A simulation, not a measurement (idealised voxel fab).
Herein follows the process module entitled voxel tone inversion.
Section cut is 230 nm wide and gridded with 5 nm square cells.
Reading order for cross-sections: top band down to bottom band. Underlying form: a grid of square cells. Band size: one or more rows of cells. Heads up on the band format: heights come first, top then bottom, in nm. After that it's the materials left to right, each with its width in nm. A single material flagged "everywhere" fills the whole band edge to edge, and "blank" means there's empty space there. Below 0: as-received wafer, all one material; heights counted from there. Lowest band: no bottom, goes on down, written "z 0 and below". When a width is written as two numbers, as in "30 to 40", the first number is the width in the top row of cells of the band and the second is the width in its bottom row, and the width changes by the same amount from each row to the next. Reading "all unchanged" for a step: not a cell of the cross-section changed in it. What "Encapsulated voids" gives you is every empty space of 8 cells or more that is cut off from the top. Each appears as width x height at distance, with the distance taken from the left edge and width, height and distance all in nm. Anything after a step's settings on that line? It's the simulator's own note about the step. The "overlay nm" setting may appear on a step's line; for a step that uses a mask, it gives how far to the right of its planned position the mask lay, and a negative value indicates the left.

## Process steps (planned)
1 RECEIVE | material Si
2 CONFORMAL_DEP | material SiCN | thk nm 5
3 DIRECTIONAL_DEP | material polySi | thk nm 25
4 PATTERN | tone cover | mask id POSTS | material resist | width nm 25 | pitch nm 50 | thk nm 35 | overlay nm 0
5 DIRECTIONAL_ETCH | etch materials polySi | depth nm 25
6 STRIP | etch materials resist
7 FILL_DEP | material lowk | thk nm 5
8 CMP | height nm 30
9 STRIP | etch materials polySi

## Delivered wafer in cross-section: state after step 1
* z 0 and below  Si everywhere
* Encapsulated voids: none

## The cross-section shown corresponds to the wafer at the conclusion of the module. The initial structure and the process plan are those presented above; however, one mistake occurred in executing the plan
* z 30 to 5  lowk=50 | blank=25 | lowk=25 | blank=25 | lowk=25 | blank=25 | lowk=55
* z 5 to 0  lowk everywhere
* z 0 and below  Si everywhere
* Encapsulated voids: none
Run error: step 2 off recipe, ran as CONFORMAL_DEP | material lowk | thk nm 5
